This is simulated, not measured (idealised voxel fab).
process module | voxel gate over fins
cross-section cut | 255 nm wide | cells 5 nm
A cross-section is a grid of square cells, given in bands from the top down. A band is one or more rows of cells.
Each band's line starts with the height of the band's top and of its bottom, in nm. Then come its materials from left to right, each with its width in nm. One material with "throughout" fills the band from edge to edge. "air" is empty space.
Height 0 is the level under which the wafer as received is all one material. The lowest band goes on downwards, as in "0 down".
A width such as "30 to 40" changes by the same amount from each row of cells to the next, from the band's top row to its bottom row.
"no change" after a step means that no cell of the cross-section changed.
closed voids: empty space of 8 cells or more with no open way to the top, each as width x height at its distance from the left edge, in nm
after a step's settings: what the simulator itself notes on the step
overlay nm, on a step with a mask: how far to the right of its planned place the mask lay; to the left if negative
plan
1 op RECEIVE | material Si
2 op CONFORMAL_DEP | material SiN | thk nm 5
3 op MASKED_ETCH | tone cover | mask id FINS | width nm 15 | pitch nm 50 | etch materials SiN | depth nm 5 | overlay nm 0
4 op MASKED_ETCH | tone cover | mask id FINS | width nm 15 | pitch nm 50 | etch materials Si | depth nm 30 | overlay nm 0
5 op FILL_DEP | material SiO2 | thk nm 10
6 op CMP | height nm 5
7 op MASKED_ETCH | tone open | mask id RAIL | width nm 15 | etch materials SiO2 | depth nm 30 | overlay nm 0
8 op CONFORMAL_DEP | material TiN | thk nm 5
9 op FILL_DEP | material Ru | thk nm 5
10 op CMP | height nm 5
11 op SELECTIVE_ETCH | etch materials W Ru TiN | depth nm 20
12 op FILL_DEP | material SiO2 | thk nm 5
13 op CMP | height nm 5
14 op SELECTIVE_ETCH | etch materials SiO2 | depth nm 15
15 op STRIP | etch materials SiN
16 op CONFORMAL_DEP | material HfO2 | thk nm 5
17 op CONFORMAL_DEP | material TiN | thk nm 5
18 op CONFORMAL_DEP | material TiAl | thk nm 5
19 op CONFORMAL_DEP | material TiN | thk nm 5
20 op FILL_DEP | material W | thk nm 10
21 op CMP | height nm 25
22 op CONFORMAL_DEP | material SiCN | thk nm 5
as received, after step 1
  0 down: Si throughout
  closed voids: none
a wafer at the end: this start, this plan, one mistake
  30 to 25: SiCN throughout
  25 to 20: W throughout
  20 to 15: W 50 | TiN 155 | W 50
  15 to 10: W 50 | TiN 5 | TiAl 45 | TiN 5 | TiAl 45 | TiN 5 | TiAl 45 | TiN 5 | W 50
  10 to 5: TiN 55 | TiAl 5 | TiN 35 | TiAl 5 | TiN 5 | TiAl 5 | TiN 35 | TiAl 5 | TiN 5 | TiAl 5 | TiN 35 | TiAl 5 | TiN 55
  5 to 0: TiAl 60 | TiN 5 | HfO2 25 | TiN 5 | TiAl 15 | TiN 5 | HfO2 25 | TiN 5 | TiAl 15 | TiN 5 | HfO2 25 | TiN 5 | TiAl 60
  0 to -5: TiN 65 | HfO2 5 | Si 15 | HfO2 5 | TiN 25 | HfO2 5 | Si 15 | HfO2 5 | TiN 25 | HfO2 5 | Si 15 | HfO2 5 | TiN 65
  -5 to -10: HfO2 70 | Si 15 | HfO2 35 | Si 15 | HfO2 35 | Si 15 | HfO2 70
  -10 to -15: SiO2 70 | Si 15 | SiO2 35 | Si 15 | SiO2 35 | Si 15 | SiO2 70
  -15 to -20: SiO2 70 | Si 15 | SiO2 20 | TiN 5 | Ru 5 | TiN 5 | Si 15 | SiO2 35 | Si 15 | SiO2 70
  -20 to -25: SiO2 70 | Si 15 | SiO2 20 | TiN 15 | Si 15 | SiO2 35 | Si 15 | SiO2 70
  -25 to -30: SiO2 70 | Si 15 | SiO2 35 | Si 15 | SiO2 35 | Si 15 | SiO2 70
  -30 down: Si throughout
  closed voids: none
what went wrong: step 7 ran as: op MASKED_ETCH | tone open | mask id RAIL | width nm 15 | etch materials SiO2 | depth nm 30 | overlay nm 10
